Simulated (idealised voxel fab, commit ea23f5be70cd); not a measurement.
Name of the process module below: voxel self aligned contacts
Each square cell in cross-section cut measures 5 nm, and the section as a whole is 235 nm wide.
We lay out every cross-section as a grid of square cells and spell it out in bands from the top down, where one band means one or more rows of cells.
In this notation a band is specified by the heights of its top and bottom, in that order and in nm, after which its materials appear from left to right, each paired with its width in nm. The word "all across" attached to a single material means that material fills the band from edge to edge; the word "air" stands for empty space.
The level at which height equals 0 is the one under which the wafer, as it arrives, is entirely one material. No lower edge exists for the bottom band, which continues downward and is notated as in "0..down".
Quick explanation for "30..40": the width changes in equal steps down the rows of cells, from the first number in the band's top row to the second number in its bottom row.
When a step is marked "no change occurred", none of the cells in the cross-section changed during that step.
Enclosed voids (no open way to top), threshold 8 cells or more, entry "Enclosed internal cavities", notation width x height at distance, distance from left edge, nm.
Whatever follows a step's settings on its line is a remark the simulator itself makes about that step.
overlay nm: mask offset rightward from planned place, masked step; negative means leftward offset.
Plan
| 1 | RECEIVE with material Si |
| 2 | CONFORMAL_DEP with material SiO2, thk nm 5 |
| 3 | DIRECTIONAL_DEP with material polySi, thk nm 20 |
| 4 | DIRECTIONAL_DEP with material SiN, thk nm 25 |
| 5 | MASKED_ETCH with tone cover, mask id GATE, width nm 25, pitch nm 65, etch materials SiN, depth nm 25, overlay nm 0 |
| 6 | MASKED_ETCH with tone cover, mask id GATE, width nm 25, pitch nm 65, etch materials polySi, depth nm 20, overlay nm 0 |
| 7 | CONFORMAL_DEP with material SiN, thk nm 10 |
| 8 | DIRECTIONAL_ETCH with etch materials SiN, depth nm 10 |
| 9 | FILL_DEP with material SiO2, thk nm 15 |
| 10 | CMP with height nm 60 |
| 11 | PATTERN with tone open, mask id CONTACT, material resist, width nm 50, pitch nm 65, thk nm 20, overlay nm 0 |
| 12 | DIRECTIONAL_ETCH with etch materials SiO2, depth nm 60 |
| 13 | STRIP with etch materials resist |
| 14 | CONFORMAL_DEP with material TiN, thk nm 5 |
| 15 | FILL_DEP with material Ru, thk nm 10 |
| 16 | CMP with height nm 60 |
| 17 | CONFORMAL_DEP with material SiCN, thk nm 5 |
Run as planned: first of two wafers
So this is the incoming wafer in cross-section - it's already been through step 1
- 0..down  Si all across
- Enclosed internal cavities: none
The wafer, seen in cross-section, after step 2
- 5..0  SiO2 all across
- Below 0, no change.
The wafer, seen in cross-section, after step 3
- 25..5  polySi all across
- Below 5, no change.
The wafer, seen in cross-section, after step 4
- 50..25  SiN all across
- Below 25, no change.
The wafer, seen in cross-section, after step 5
- 50..25  40 of air / 25 of SiN / 40 of air / 25 of SiN / 40 of air / 25 of SiN / 40 of air
- Below 25, no change.
The wafer, seen in cross-section, after step 6
- 50..25  40 of air / 25 of SiN / 40 of air / 25 of SiN / 40 of air / 25 of SiN / 40 of air
- 25..5  40 of air / 25 of polySi / 40 of air / 25 of polySi / 40 of air / 25 of polySi / 40 of air
- Below 5, no change.
The wafer, seen in cross-section, after step 7
- 60..25  30 of air / 45 of SiN / 20 of air / 45 of SiN / 20 of air / 45 of SiN / 30 of air
- 25..15  30 of air / 10 of SiN / 25 of polySi / 10 of SiN / 20 of air / 10 of SiN / 25 of polySi / 10 of SiN / 20 of air / 10 of SiN / 25 of polySi / 10 of SiN / 30 of air
- 15..5  40 of SiN / 25 of polySi / 40 of SiN / 25 of polySi / 40 of SiN / 25 of polySi / 40 of SiN
- Below 5, no change.
The wafer, seen in cross-section, after step 8
- 50..25  30 of air / 45 of SiN / 20 of air / 45 of SiN / 20 of air / 45 of SiN / 30 of air
- 25..5  30 of air / 10 of SiN / 25 of polySi / 10 of SiN / 20 of air / 10 of SiN / 25 of polySi / 10 of SiN / 20 of air / 10 of SiN / 25 of polySi / 10 of SiN / 30 of air
- Below 5, no change.
The wafer, seen in cross-section, after step 9
- 65..50  SiO2 all across
- 50..25  30 of SiO2 / 45 of SiN / 20 of SiO2 / 45 of SiN / 20 of SiO2 / 45 of SiN / 30 of SiO2
- 25..5  30 of SiO2 / 10 of SiN / 25 of polySi / 10 of SiN / 20 of SiO2 / 10 of SiN / 25 of polySi / 10 of SiN / 20 of SiO2 / 10 of SiN / 25 of polySi / 10 of SiN / 30 of SiO2
- Below 5, no change.
The wafer, seen in cross-section, after step 10
- 60..50  SiO2 all across
- Below 50, no change.
The wafer, seen in cross-section, after step 11
- 80..60  60 of resist / 50 of air / 15 of resist / 50 of air / 60 of resist
- Below 60, no change.
The wafer, seen in cross-section, after step 12
- 80..60  60 of resist / 50 of air / 15 of resist / 50 of air / 60 of resist
- 60..50  60 of SiO2 / 50 of air / 15 of SiO2 / 50 of air / 60 of SiO2
- 50..25  30 of SiO2 / 45 of SiN / 20 of air / 45 of SiN / 20 of air / 45 of SiN / 30 of SiO2
- 25..5  30 of SiO2 / 10 of SiN / 25 of polySi / 10 of SiN / 20 of air / 10 of SiN / 25 of polySi / 10 of SiN / 20 of air / 10 of SiN / 25 of polySi / 10 of SiN / 30 of SiO2
- 5..0  75 of SiO2 / 20 of air / 45 of SiO2 / 20 of air / 75 of SiO2
- Below 0, no change.
The wafer, seen in cross-section, after step 13
- 60..50  60 of SiO2 / 50 of air / 15 of SiO2 / 50 of air / 60 of SiO2
- Below 50, no change.
The wafer, seen in cross-section, after step 14
- 65..60  65 of TiN / 40 of air / 25 of TiN / 40 of air / 65 of TiN
- 60..50  60 of SiO2 / 5..20 of TiN / 40..10 of air / 5..20 of TiN / 15 of SiO2 / 5..20 of TiN / 40..10 of air / 5..20 of TiN / 60 of SiO2
- 50..25  30 of SiO2 / 45 of SiN / 5 of TiN / 10 of air / 5 of TiN / 45 of SiN / 5 of TiN / 10 of air / 5 of TiN / 45 of SiN / 30 of SiO2
- 25..5  30 of SiO2 / 10 of SiN / 25 of polySi / 10 of SiN / 5 of TiN / 10 of air / 5 of TiN / 10 of SiN / 25 of polySi / 10 of SiN / 5 of TiN / 10 of air / 5 of TiN / 10 of SiN / 25 of polySi / 10 of SiN / 30 of SiO2
- 5..0  75 of SiO2 / 20 of TiN / 45 of SiO2 / 20 of TiN / 75 of SiO2
- Below 0, no change.
The wafer, seen in cross-section, after step 15
- 75..65  Ru all across
- 65..60  65 of TiN / 40 of Ru / 25 of TiN / 40 of Ru / 65 of TiN
- 60..50  60 of SiO2 / 5..20 of TiN / 40..10 of Ru / 5..20 of TiN / 15 of SiO2 / 5..20 of TiN / 40..10 of Ru / 5..20 of TiN / 60 of SiO2
- 50..25  30 of SiO2 / 45 of SiN / 5 of TiN / 10 of Ru / 5 of TiN / 45 of SiN / 5 of TiN / 10 of Ru / 5 of TiN / 45 of SiN / 30 of SiO2
- 25..5  30 of SiO2 / 10 of SiN / 25 of polySi / 10 of SiN / 5 of TiN / 10 of Ru / 5 of TiN / 10 of SiN / 25 of polySi / 10 of SiN / 5 of TiN / 10 of Ru / 5 of TiN / 10 of SiN / 25 of polySi / 10 of SiN / 30 of SiO2
- Below 5, no change.
The wafer, seen in cross-section, after step 16
- 60..50  60 of SiO2 / 5..20 of TiN / 40..10 of Ru / 5..20 of TiN / 15 of SiO2 / 5..20 of TiN / 40..10 of Ru / 5..20 of TiN / 60 of SiO2
- Below 50, no change.
The wafer, seen in cross-section, after step 17
- 65..60  SiCN all across
- Below 60, no change.
Wafer two. Identical start, identical plan. One mistake in execution. Identical history through step 5
Second wafer, cut view, end of step 6 per plan
- 50..25  40 of air / 25 of SiN / 40 of air / 25 of SiN / 40 of air / 25 of SiN / 40 of air
- 25..5  35 of air / 35 of polySi / 30 of air / 35 of polySi / 30 of air / 35 of polySi / 35 of air
- Below 5, no change.
Second wafer, cut view, end of step 7 per plan
- 60..35  30 of air / 45 of SiN / 20 of air / 45 of SiN / 20 of air / 45 of SiN / 30 of air
- 35..25  25 of air / 55 of SiN / 10 of air / 55 of SiN / 10 of air / 55 of SiN / 25 of air
- 25..15  25 of air / 10 of SiN / 35 of polySi / 10 of SiN / 10 of air / 10 of SiN / 35 of polySi / 10 of SiN / 10 of air / 10 of SiN / 35 of polySi / 10 of SiN / 25 of air
- 15..5  35 of SiN / 35 of polySi / 30 of SiN / 35 of polySi / 30 of SiN / 35 of polySi / 35 of SiN
- Below 5, no change.
Second wafer, cut view, end of step 8 per plan
- 50..25  30 of air / 45 of SiN / 20 of air / 45 of SiN / 20 of air / 45 of SiN / 30 of air
- 25..5  25 of air / 10 of SiN / 35 of polySi / 10 of SiN / 10 of air / 10 of SiN / 35 of polySi / 10 of SiN / 10 of air / 10 of SiN / 35 of polySi / 10 of SiN / 25 of air
- Below 5, no change.
Second wafer, cut view, end of step 9 per plan
- 65..50  SiO2 all across
- 50..25  30 of SiO2 / 45 of SiN / 20 of SiO2 / 45 of SiN / 20 of SiO2 / 45 of SiN / 30 of SiO2
- 25..5  25 of SiO2 / 10 of SiN / 35 of polySi / 10 of SiN / 10 of SiO2 / 10 of SiN / 35 of polySi / 10 of SiN / 10 of SiO2 / 10 of SiN / 35 of polySi / 10 of SiN / 25 of SiO2
- Below 5, no change.
Second wafer, cut view, end of step 10 per plan
- 60..50  SiO2 all across
- Below 50, no change.
Second wafer, cut view, end of step 11 per plan
- 80..60  60 of resist / 50 of air / 15 of resist / 50 of air / 60 of resist
- Below 60, no change.
Second wafer, cut view, end of step 12 per plan
- 80..60  60 of resist / 50 of air / 15 of resist / 50 of air / 60 of resist
- 60..50  60 of SiO2 / 50 of air / 15 of SiO2 / 50 of air / 60 of SiO2
- 50..25  30 of SiO2 / 45 of SiN / 20 of air / 45 of SiN / 20 of air / 45 of SiN / 30 of SiO2
- 25..5  25 of SiO2 / 10 of SiN / 35 of polySi / 10 of SiN / 10 of air / 10 of SiN / 35 of polySi / 10 of SiN / 10 of air / 10 of SiN / 35 of polySi / 10 of SiN / 25 of SiO2
- 5..0  80 of SiO2 / 10 of air / 55 of SiO2 / 10 of air / 80 of SiO2
- Below 0, no change.
Second wafer, cut view, end of step 13 per plan
- 60..50  60 of SiO2 / 50 of air / 15 of SiO2 / 50 of air / 60 of SiO2
- Below 50, no change.
Second wafer, cut view, end of step 14 per plan
- 65..60  65 of TiN / 40 of air / 25 of TiN / 40 of air / 65 of TiN
- 60..50  60 of SiO2 / 5..20 of TiN / 40..10 of air / 5..20 of TiN / 15 of SiO2 / 5..20 of TiN / 40..10 of air / 5..20 of TiN / 60 of SiO2
- 50..30  30 of SiO2 / 45 of SiN / 5 of TiN / 10 of air / 5 of TiN / 45 of SiN / 5 of TiN / 10 of air / 5 of TiN / 45 of SiN / 30 of SiO2
- 30..25  30 of SiO2 / 45 of SiN / 20 of TiN / 45 of SiN / 20 of TiN / 45 of SiN / 30 of SiO2
- 25..5  25 of SiO2 / 10 of SiN / 35 of polySi / 10 of SiN / 10 of TiN / 10 of SiN / 35 of polySi / 10 of SiN / 10 of TiN / 10 of SiN / 35 of polySi / 10 of SiN / 25 of SiO2
- 5..0  80 of SiO2 / 10 of TiN / 55 of SiO2 / 10 of TiN / 80 of SiO2
- Below 0, no change.
Second wafer, cut view, end of step 15 per plan
- 75..65  Ru all across
- 65..60  65 of TiN / 40 of Ru / 25 of TiN / 40 of Ru / 65 of TiN
- 60..50  60 of SiO2 / 5..20 of TiN / 40..10 of Ru / 5..20 of TiN / 15 of SiO2 / 5..20 of TiN / 40..10 of Ru / 5..20 of TiN / 60 of SiO2
- 50..30  30 of SiO2 / 45 of SiN / 5 of TiN / 10 of Ru / 5 of TiN / 45 of SiN / 5 of TiN / 10 of Ru / 5 of TiN / 45 of SiN / 30 of SiO2
- Below 30, no change.
Second wafer, cut view, end of step 16 per plan
- 60..50  60 of SiO2 / 5..20 of TiN / 40..10 of Ru / 5..20 of TiN / 15 of SiO2 / 5..20 of TiN / 40..10 of Ru / 5..20 of TiN / 60 of SiO2
- Below 50, no change.
Second wafer, cut view, end of step 17 per plan
- 65..60  SiCN all across
- Below 60, no change.
Want to know what went wrong? heads up, step 6 didn't go per plan, it actually ran as MASKED_ETCH with tone cover, mask id GATE, width nm 35, pitch nm 65, etch materials polySi, depth nm 20, overlay nm 0
Heads up, by the end the second wafer has more or fewer cells of some materials compared to the first: 20 fewer of Ru; 4 fewer of SiO2; 24 more of polySi
